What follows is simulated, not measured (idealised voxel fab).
A process module follows: voxel wiring stack.
Cross-section cut: width 255 nm, square cells of 5 nm.
Cross-section format: a grid of square cells, given as bands from top to bottom; each band is one or more rows of cells.
Quick guide to a band line: top height, bottom height (nm) up front; then every material left to right with its width in nm. Only one material and it's marked "everywhere"? Then it fills the band edge to edge. And "air" just means empty space.
A quick word on heights: they are counted from 0, and under that level the wafer as it came to us is one material throughout. The lowest band is different from the rest in having no bottom; it simply continues downward, written as in "top 0, no bottom".
Width: "30->40" (first number = top row, second number = bottom row, same change from row to row of cells).
"all unchanged" -> step changed no cross-section cell.
"Enclosed void entries" lists enclosed empty spaces (at least 8 cells, no open path upward to the top), each as width x height at distance from the left edge, in nm.
Note: text after step settings on the step line = simulator remark on that step.
The setting "overlay nm" may be written on the line of a step. When the step uses a mask, the value reports how far to the right of the planned place the mask lay, and a negative value reports that it lay to the left.
Planned process steps
| 1 | RECEIVE (material Si) |
| 2 | CONFORMAL_DEP (material SiO2; thk nm 10) |
| 3 | DIRECTIONAL_DEP (material TiN; thk nm 5) |
| 4 | DIRECTIONAL_DEP (material Ru; thk nm 25) |
| 5 | PATTERN (tone cover; mask id METAL_1; material resist; width nm 25; pitch nm 55; thk nm 15; overlay nm 0) |
| 6 | DIRECTIONAL_ETCH (etch materials Ru; depth nm 25) |
| 7 | DIRECTIONAL_ETCH (etch materials TiN; depth nm 5) |
| 8 | STRIP (etch materials resist) |
| 9 | FILL_DEP (material SiO2; thk nm 5) |
| 10 | CMP (height nm 40) |
| 11 | CONFORMAL_DEP (material SiCN; thk nm 5) |
| 12 | DIRECTIONAL_DEP (material lowk; thk nm 20) |
| 13 | MASKED_ETCH (tone open; mask id PLUG_1; width nm 15; pitch nm 55; etch materials lowk; depth nm 20; overlay nm 0) |
| 14 | MASKED_ETCH (tone open; mask id PLUG_1; width nm 15; pitch nm 55; etch materials SiCN; depth nm 5; overlay nm 0) |
| 15 | CONFORMAL_DEP (material TiN; thk nm 5) |
| 16 | FILL_DEP (material W; thk nm 5) |
| 17 | CMP (height nm 65) |
| 18 | CONFORMAL_DEP (material SiN; thk nm 5) |
| 19 | DIRECTIONAL_DEP (material lowk; thk nm 20) |
| 20 | MASKED_ETCH (tone open; mask id METAL_2; width nm 25; pitch nm 55; etch materials lowk; depth nm 20; overlay nm 0) |
| 21 | MASKED_ETCH (tone open; mask id METAL_2; width nm 25; pitch nm 55; etch materials SiN; depth nm 5; overlay nm 0) |
| 22 | CONFORMAL_DEP (material TiN; thk nm 5) |
| 23 | FILL_DEP (material Cu; thk nm 10) |
| 24 | CMP (height nm 90) |
| 25 | CONFORMAL_DEP (material SiCN; thk nm 5) |
Cross-section of the wafer as it came to us, i.e., already through step 1
	top 0, no bottom: Si everywhere
	Enclosed void entries: none
Starting wafer: above. Plan: above. Run: one mistake. Cross-section after the module: below
	top 95, bottom 90: SiCN everywhere
	top 90, bottom 85: Cu everywhere
	top 85, bottom 80: TiN 35 / Cu 15 / TiN 40 / Cu 15 / TiN 40 / Cu 15 / TiN 40 / Cu 15 / TiN 40
	top 80, bottom 70: lowk 30 / TiN 5 / Cu 15 / TiN 5 / lowk 30 / TiN 5 / Cu 15 / TiN 5 / lowk 30 / TiN 5 / Cu 15 / TiN 5 / lowk 30 / TiN 5 / Cu 15 / TiN 5 / lowk 35
	top 70, bottom 65: SiN 30 / TiN 25 / SiN 30 / TiN 25 / SiN 30 / TiN 25 / SiN 30 / TiN 25 / SiN 35
	top 65, bottom 45: lowk 30 / TiN 5 / W 5 / TiN 5 / lowk 40 / TiN 5 / W 5 / TiN 5 / lowk 40 / TiN 5 / W 5 / TiN 5 / lowk 40 / TiN 5 / W 5 / TiN 5 / lowk 45
	top 45, bottom 40: SiCN 30 / TiN 15 / SiCN 40 / TiN 15 / SiCN 40 / TiN 15 / SiCN 40 / TiN 15 / SiCN 45
	top 40, bottom 15: SiO2 30 / Ru 25 / SiO2 30 / Ru 25 / SiO2 30 / Ru 25 / SiO2 30 / Ru 25 / SiO2 35
	top 15, bottom 10: SiO2 30 / TiN 25 / SiO2 30 / TiN 25 / SiO2 30 / TiN 25 / SiO2 30 / TiN 25 / SiO2 35
	top 10, bottom 0: SiO2 everywhere
	top 0, no bottom: Si everywhere
	Enclosed void entries: none
Here's what went sideways: step 19 ran as: DIRECTIONAL_DEP (material lowk; thk nm 10)
